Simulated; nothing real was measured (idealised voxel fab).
Process module under the name voxel fin reveal
For reference, the cross-section in this document is cut, with width 155 nm and square cells of 5 nm.
In this document a cross-section is written as a grid of square cells. It is given as a series of bands, listed from the top down, and a band is one or more rows of cells. Band: top and bottom heights (nm) first, top before bottom; then materials from left to right, widths in nm. "everywhere" marks a sole material filling the band edge to edge. "blank" denotes empty space. The level at which height equals 0 is the one under which the wafer, as it arrives, is entirely one material. No lower edge exists for the bottom band, which continues downward and is notated as in "from 0 down". The width entry "30..40" should be interpreted row by row: the top row of cells in the band takes the first number, the bottom row takes the second number, and the change between adjacent rows is uniform throughout. Reading "nothing was modified" for a step: not a cell of the cross-section changed in it. Empty spaces counting at least 8 cells and having no open way to the top are listed in "Sealed void listing". The notation width x height at distance is used for each, the distance being from the left edge and all three values in nm. Read whatever lies past the settings on a step's line as the simulator's own remark about the step. What "overlay nm" on a step's line means: if the step has a mask, that mask lay this far to the right of its planned place, or, when the value is negative, to the left.

**So here's the lineup of process steps we planned**
- 1: RECEIVE [material Si]
- 2: CONFORMAL_DEP [material SiN] [thk nm 5]
- 3: DIRECTIONAL_DEP [material aC] [thk nm 15]
- 4: PATTERN [tone cover] [mask id FINS] [material resist] [width nm 15] [pitch nm 40] [thk nm 35] [overlay nm 0]
- 5: DIRECTIONAL_ETCH [etch materials aC] [depth nm 15]
- 6: STRIP [etch materials resist]
- 7: DIRECTIONAL_ETCH [etch materials SiN] [depth nm 5]
- 8: DIRECTIONAL_ETCH [etch materials Si] [depth nm 35]
- 9: STRIP [etch materials aC]
- 10: FILL_DEP [material SiO2] [thk nm 10]
- 11: CMP [height nm 5]
- 12: SELECTIVE_ETCH [etch materials SiO2] [depth nm 15]
- 13: STRIP [etch materials SiN]
- 14: CONFORMAL_DEP [material SiO2] [thk nm 5]

**Concerning the first of two wafers, which was run in accordance with the plan**

**Delivered wafer in cross-section: state after step 1**
  from 0 down: Si everywhere
  Sealed void listing: none

**After step 2, in cross-section**
  from 5 to 0: SiN everywhere
  Under 0: no change, same as before.

**After step 3, in cross-section**
  from 20 to 5: aC everywhere
  Under 5: no change, same as before.

**After step 4, in cross-section**
  from 55 to 20: blank: 50  resist: 15  blank: 25  resist: 15  blank: 50
  Under 20: no change, same as before.

**After step 5, in cross-section**
  from 40 to 20: blank: 50  resist: 15  blank: 25  resist: 15  blank: 50
  from 20 to 5: blank: 50  aC: 15  blank: 25  aC: 15  blank: 50
  Under 5: no change, same as before.

**After step 6, in cross-section**
  from 20 to 5: blank: 50  aC: 15  blank: 25  aC: 15  blank: 50
  Under 5: no change, same as before.

**After step 7, in cross-section**
  from 20 to 5: blank: 50  aC: 15  blank: 25  aC: 15  blank: 50
  from 5 to 0: blank: 50  SiN: 15  blank: 25  SiN: 15  blank: 50
  Under 0: no change, same as before.

**After step 8, in cross-section**
  from 20 to 5: blank: 50  aC: 15  blank: 25  aC: 15  blank: 50
  from 5 to 0: blank: 50  SiN: 15  blank: 25  SiN: 15  blank: 50
  from 0 to -35: blank: 50  Si: 15  blank: 25  Si: 15  blank: 50
  Under -35: no change, same as before.

**After step 9, in cross-section**
  from 5 to 0: blank: 50  SiN: 15  blank: 25  SiN: 15  blank: 50
  Under 0: no change, same as before.

**After step 10, in cross-section**
  from 15 to 5: SiO2 everywhere
  from 5 to 0: SiO2: 50  SiN: 15  SiO2: 25  SiN: 15  SiO2: 50
  from 0 to -35: SiO2: 50  Si: 15  SiO2: 25  Si: 15  SiO2: 50
  Under -35: no change, same as before.

**After step 11, in cross-section**
  from 5 to 0: SiO2: 50  SiN: 15  SiO2: 25  SiN: 15  SiO2: 50
  Under 0: no change, same as before.

**After step 12, in cross-section**
  from 5 to 0: blank: 50  SiN: 15  blank: 25  SiN: 15  blank: 50
  from 0 to -10: blank: 50  Si: 15  blank: 25  Si: 15  blank: 50
  Under -10: no change, same as before.

**After step 13, in cross-section**
  from 0 to -10: blank: 50  Si: 15  blank: 25  Si: 15  blank: 50
  Under -10: no change, same as before.

**After step 14, in cross-section**
  from 5 to 0: blank: 45  SiO2: 25  blank: 15  SiO2: 25  blank: 45
  from 0 to -5: blank: 45  SiO2: 5  Si: 15  SiO2: 5  blank: 15  SiO2: 5  Si: 15  SiO2: 5  blank: 45
  from -5 to -35: SiO2: 50  Si: 15  SiO2: 25  Si: 15  SiO2: 50
  Under -35: no change, same as before.

**Here the second wafer is described. Its start and its plan were those of the first wafer. Its run contained one mistake. Up to and including step 3, it did exactly what the first wafer did**

**Second wafer profile in section, at the moment step 4 of the plan was meant to be complete**
  from 55 to 20: resist: 50  blank: 15  resist: 25  blank: 15  resist: 50
  Under 20: no change, same as before.

**Second wafer profile in section, at the moment step 5 of the plan was meant to be complete**
  from 40 to 20: resist: 50  blank: 15  resist: 25  blank: 15  resist: 50
  from 20 to 5: aC: 50  blank: 15  aC: 25  blank: 15  aC: 50
  Under 5: no change, same as before.

**Second wafer profile in section, at the moment step 6 of the plan was meant to be complete**
  from 20 to 5: aC: 50  blank: 15  aC: 25  blank: 15  aC: 50
  Under 5: no change, same as before.

**Second wafer profile in section, at the moment step 7 of the plan was meant to be complete**
  from 20 to 5: aC: 50  blank: 15  aC: 25  blank: 15  aC: 50
  from 5 to 0: SiN: 50  blank: 15  SiN: 25  blank: 15  SiN: 50
  Under 0: no change, same as before.

**Second wafer profile in section, at the moment step 8 of the plan was meant to be complete**
  from 20 to 5: aC: 50  blank: 15  aC: 25  blank: 15  aC: 50
  from 5 to 0: SiN: 50  blank: 15  SiN: 25  blank: 15  SiN: 50
  from 0 to -35: Si: 50  blank: 15  Si: 25  blank: 15  Si: 50
  Under -35: no change, same as before.

**Second wafer profile in section, at the moment step 9 of the plan was meant to be complete**
  from 5 to 0: SiN: 50  blank: 15  SiN: 25  blank: 15  SiN: 50
  Under 0: no change, same as before.

**Second wafer profile in section, at the moment step 10 of the plan was meant to be complete**
  from 15 to 5: SiO2 everywhere
  from 5 to 0: SiN: 50  SiO2: 15  SiN: 25  SiO2: 15  SiN: 50
  from 0 to -35: Si: 50  SiO2: 15  Si: 25  SiO2: 15  Si: 50
  Under -35: no change, same as before.

**Second wafer profile in section, at the moment step 11 of the plan was meant to be complete**
  from 5 to 0: SiN: 50  SiO2: 15  SiN: 25  SiO2: 15  SiN: 50
  Under 0: no change, same as before.

**Second wafer profile in section, at the moment step 12 of the plan was meant to be complete**
  from 5 to 0: SiN: 50  blank: 15  SiN: 25  blank: 15  SiN: 50
  from 0 to -10: Si: 50  blank: 15  Si: 25  blank: 15  Si: 50
  Under -10: no change, same as before.

**Second wafer profile in section, at the moment step 13 of the plan was meant to be complete**
  from 0 to -10: Si: 50  blank: 15  Si: 25  blank: 15  Si: 50
  Under -10: no change, same as before.

**Second wafer profile in section, at the moment step 14 of the plan was meant to be complete**
  from 5 to 0: SiO2: 55  blank: 5  SiO2: 35  blank: 5  SiO2: 55
  from 0 to -5: Si: 50  SiO2: 5  blank: 5  SiO2: 5  Si: 25  SiO2: 5  blank: 5  SiO2: 5  Si: 50
  from -5 to -35: Si: 50  SiO2: 15  Si: 25  SiO2: 15  Si: 50
  Under -35: no change, same as before.
What broke from the plan during processing? step 4 ran as: PATTERN [tone open] [mask id FINS] [material resist] [width nm 15] [pitch nm 40] [thk nm 35] [overlay nm 0]
Cell-count delta at end, second wafer over first, by material: Si: 133 more, SiO2: 95 fewer
